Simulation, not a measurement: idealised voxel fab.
The process module that follows is named voxel released beams.
FYI the section here is cut, 150 nm wide, cells are 5 nm squares.
Notation: cross-section as square-cell grid; stated in bands, top first, going down; one or more cell rows per band. A band entry consists of two parts. The first gives the height of the band's top and the height of its bottom, in nm. The rest lists the band's materials from left to right, each with its width in nm. A single material labelled with the word "edge to edge" fills the band from edge to edge, and the word "empty" marks empty space. Below 0: as-received wafer, all one material; heights counted from there. Lowest band: no bottom, goes on down, written "z 0 and below". You'd read "30 to 40" like this: the band's top row of cells is as wide as the first number, its bottom row is as wide as the second, and going down, every row changes width by the same amount as the row before did. Reading "no change" for a step: not a cell of the cross-section changed in it. "Closed cavities" contains a list of empty spaces, each no smaller than 8 cells and without an open way to the top, written in the form width x height at distance with the distance from the left edge and all three in nm. The remark found on a step's line after its settings is issued by the simulator itself and pertains to that step. overlay nm: step with mask; distance mask lay right of planned place; negative value = left of planned place.

**These are the steps we planned for the process**
1) RECEIVE,material Si
2) CONFORMAL_DEP,material SiN,thk nm 10
3) DIRECTIONAL_DEP,material SiO2,thk nm 20
4) DIRECTIONAL_DEP,material aC,thk nm 15
5) PATTERN,tone open,mask id ANCHOR,material resist,width nm 25,thk nm 30,overlay nm 0
6) DIRECTIONAL_ETCH,etch materials aC,depth nm 15
7) STRIP,etch materials resist
8) DIRECTIONAL_ETCH,etch materials SiO2,depth nm 20
9) STRIP,etch materials aC
10) CONFORMAL_DEP,material TiN,thk nm 10
11) MASKED_ETCH,tone cover,mask id BEAM,width nm 85,etch materials TiN,depth nm 10,overlay nm 0
12) STRIP,etch materials SiO2

**Step 1 complete: cross-section of the wafer as received**
  z 0 and below: Si edge to edge
  Closed cavities: none

**Look at the cross-section after the module: the wafer started out the way shown above and the plan was the one shown above, yet one mistake was made along the way**
  z 55 to 45: empty: 30, then TiN: 85, then empty: 35
  z 45 to 30: TiN edge to edge
  z 30 to 10: SiO2 edge to edge
  z 10 to 0: SiN edge to edge
  z 0 and below: Si edge to edge
  Closed cavities: none
So what did we get wrong on this run? step 4 was not run as planned; what actually ran was DIRECTIONAL_DEP,material TiN,thk nm 15
